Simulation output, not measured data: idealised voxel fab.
This is a process module. Its name is voxel transistor to metal.
Square cells of 5 nm make up the cross-section cut, whose width is 150 nm.
A cross-section in this document is a grid of square cells, and it is written down as bands, the top band listed before the ones below it; a band is made up of one or more rows of cells.
It is stipulated that each band's entry specify, in nanometres, the height of the top of the band and then that of its bottom, followed by the materials of the band in left-to-right sequence, each together with its width in nanometres. A single material marked by the word "edge to edge" is understood to fill the band from edge to edge; the word "blank" is understood to denote empty space.
Measure heights from 0. That's the level where, below it, the as-received wafer is all one material. The lowest band is bottomless and extends downward; write it as in "0 -> down".
When a width is written as two numbers, as in "30 to 40", the first number is the width in the top row of cells of the band and the second is the width in its bottom row, and the width changes by the same amount from each row to the next.
No cell of the cross-section changed in a step that is given as "remained unchanged".
"Trapped voids" means: voids of 8 cells or more that are shut off from the top with no open way through. Written width x height at distance, distance from the left edge, in nm.
after a step's settings: what the simulator itself notes on the step
A step's line can hold "overlay nm"; with a mask on that step, the setting says how far right of the planned place the mask lay, while a negative setting says it lay to the left.

Steps planned for the process:
1: RECEIVE: material Si
2: OXIDIZE: depth nm 5
3: CONFORMAL_DEP: material SiN, thk nm 15
4: DIRECTIONAL_DEP: material aC, thk nm 15
5: PATTERN: tone cover, mask id ACTIVE, material resist, width nm 110, thk nm 30, overlay nm 0
6: DIRECTIONAL_ETCH: etch materials aC, depth nm 15
7: STRIP: etch materials resist
8: DIRECTIONAL_ETCH: etch materials SiN, depth nm 15
9: DIRECTIONAL_ETCH: etch materials SiO2, depth nm 5
10: DIRECTIONAL_ETCH: etch materials Si, depth nm 20
11: STRIP: etch materials aC
12: OXIDIZE: depth nm 5
13: FILL_DEP: material SiO2, thk nm 10
14: CMP: height nm 15
15: SELECTIVE_ETCH: etch materials SiO2, depth nm 5
16: STRIP: etch materials SiN
17: SELECTIVE_ETCH: etch materials SiO2, depth nm 5
18: OXIDIZE: depth nm 5
19: DIRECTIONAL_DEP: material polySi, thk nm 20
20: DIRECTIONAL_DEP: material SiCN, thk nm 10
21: DIRECTIONAL_DEP: material aC, thk nm 15
22: PATTERN: tone cover, mask id GATE, material resist, width nm 30, thk nm 35, overlay nm 0
23: DIRECTIONAL_ETCH: etch materials aC, depth nm 15
24: STRIP: etch materials resist
25: DIRECTIONAL_ETCH: etch materials SiCN, depth nm 20
26: DIRECTIONAL_ETCH: etch materials polySi, depth nm 30
27: STRIP: etch materials aC
28: CONFORMAL_DEP: material SiO2, thk nm 5
29: DIRECTIONAL_ETCH: etch materials SiO2, depth nm 5
30: CONFORMAL_DEP: material SiN, thk nm 5
31: DIRECTIONAL_ETCH: etch materials SiN, depth nm 5
32: DIRECTIONAL_ETCH: etch materials SiO2, depth nm 5
33: DIRECTIONAL_ETCH: etch materials Si, depth nm 15
34: EPI: material SiGe, thk nm 15
35: FILL_DEP: material SiO2, thk nm 5
36: CMP: height nm 15
37: STRIP: etch materials polySi
38: SELECTIVE_ETCH: etch materials SiO2, depth nm 5
39: CONFORMAL_DEP: material HfO2, thk nm 5
40: CONFORMAL_DEP: material TiN, thk nm 5
41: FILL_DEP: material W, thk nm 5
42: CMP: height nm 10
43: DIRECTIONAL_DEP: material SiO2, thk nm 15
44: PATTERN: tone open, mask id CONTACT, material resist, width nm 15, pitch nm 85, thk nm 20, overlay nm 0
45: DIRECTIONAL_ETCH: etch materials SiO2, depth nm 35
46: STRIP: etch materials resist
47: CONFORMAL_DEP: material TiN, thk nm 5
48: FILL_DEP: material W, thk nm 10
49: CMP: height nm 25
50: CONFORMAL_DEP: material SiN, thk nm 5
51: DIRECTIONAL_DEP: material SiO2, thk nm 25
52: PATTERN: tone open, mask id METAL_1, material resist, width nm 15, pitch nm 85, thk nm 15, overlay nm 0
53: DIRECTIONAL_ETCH: etch materials SiO2, depth nm 25
54: DIRECTIONAL_ETCH: etch materials SiN, depth nm 5
55: STRIP: etch materials resist
56: CONFORMAL_DEP: material TiN, thk nm 5
57: FILL_DEP: material Cu, thk nm 10
58: CMP: height nm 55
59: EPI: material Ru, thk nm 5
60: FILL_DEP: material SiCN, thk nm 5
61: DIRECTIONAL_DEP: material lowk, thk nm 35
62: DIRECTIONAL_DEP: material aC, thk nm 10
63: PATTERN: tone open, mask id METAL_2, material resist, width nm 15, pitch nm 85, thk nm 25, overlay nm 0
64: DIRECTIONAL_ETCH: etch materials aC, depth nm 10
65: STRIP: etch materials resist
66: DIRECTIONAL_ETCH: etch materials lowk, depth nm 20
67: STRIP: etch materials aC
68: DIRECTIONAL_DEP: material aC, thk nm 15
69: PATTERN: tone open, mask id METAL_2_HOLES, material resist, width nm 15, pitch nm 85, thk nm 35, overlay nm 0
70: DIRECTIONAL_ETCH: etch materials aC, depth nm 15
71: STRIP: etch materials resist
72: DIRECTIONAL_ETCH: etch materials lowk, depth nm 15
73: DIRECTIONAL_ETCH: etch materials SiCN, depth nm 5
74: STRIP: etch materials aC
75: CONFORMAL_DEP: material TiN, thk nm 5
76: FILL_DEP: material Cu, thk nm 5
77: CMP: height nm 100
78: CONFORMAL_DEP: material SiCN, thk nm 5

So this is the incoming wafer in cross-section - it's already been through step 1:
  0 -> down = Si edge to edge
  Trapped voids: none

Wafer cross-section at end of module: start and plan as shown above, one execution error:
  105 -> 100 = SiCN edge to edge
  100 -> 65 = 25 of lowk, 5 of TiN, 5 of Cu, 5 of TiN, 70 of lowk, 5 of TiN, 5 of Cu, 5 of TiN, 25 of lowk
  65 -> 60 = 25 of SiCN, 15 of TiN, 70 of SiCN, 15 of TiN, 25 of SiCN
  60 -> 55 = 20 of SiCN, 25 of Ru, 60 of SiCN, 25 of Ru, 20 of SiCN
  55 -> 30 = 25 of SiO2, 5 of TiN, 5 of Cu, 5 of TiN, 70 of SiO2, 5 of TiN, 5 of Cu, 5 of TiN, 25 of SiO2
  30 -> 25 = 25 of SiN, 15 of TiN, 70 of SiN, 15 of TiN, 25 of SiN
  25 -> 10 = 25 of SiO2, 5 of TiN, 5 of W, 5 of TiN, 70 of SiO2, 5 of TiN, 5 of W, 5 of TiN, 25 of SiO2
  10 -> 5 = 25 of SiO2, 15 of TiN, 10 of SiO2, 5 of SiN, 5 of HfO2, 5 of TiN, 20 of W, 5 of TiN, 5 of HfO2, 5 of SiN, 10 of SiO2, 15 of TiN, 25 of SiO2
  5 -> 0 = 15 of SiO2, 5 of SiN, 5 of SiO2, 10 of TiN, 15 of SiGe, 5 of SiN, 5 of HfO2, 5 of TiN, 20 of W, 5 of TiN, 5 of HfO2, 5 of SiN, 15 of SiGe, 10 of TiN, 5 of SiO2, 5 of SiN, 15 of SiO2
  0 -> -5 = 15 of SiO2, 5 of SiN, 30 of SiGe, 5 of SiN, 5 of HfO2, 30 of TiN, 5 of HfO2, 5 of SiN, 30 of SiGe, 5 of SiN, 15 of SiO2
  -5 -> -10 = 15 of SiO2, 5 of SiN, 30 of SiGe, 5 of SiO2, 40 of HfO2, 5 of SiO2, 30 of SiGe, 5 of SiN, 15 of SiO2
  -10 -> -15 = 30 of SiO2, 20 of SiGe, 50 of Si, 20 of SiGe, 30 of SiO2
  -15 -> -25 = 25 of SiO2, 5 of Si, 20 of SiGe, 50 of Si, 20 of SiGe, 5 of Si, 25 of SiO2
  -25 -> -30 = 25 of SiO2, 100 of Si, 25 of SiO2
  -30 -> down = Si edge to edge
  Trapped voids: none
What broke from the plan during processing? swap of plan steps 15 and 16 during execution
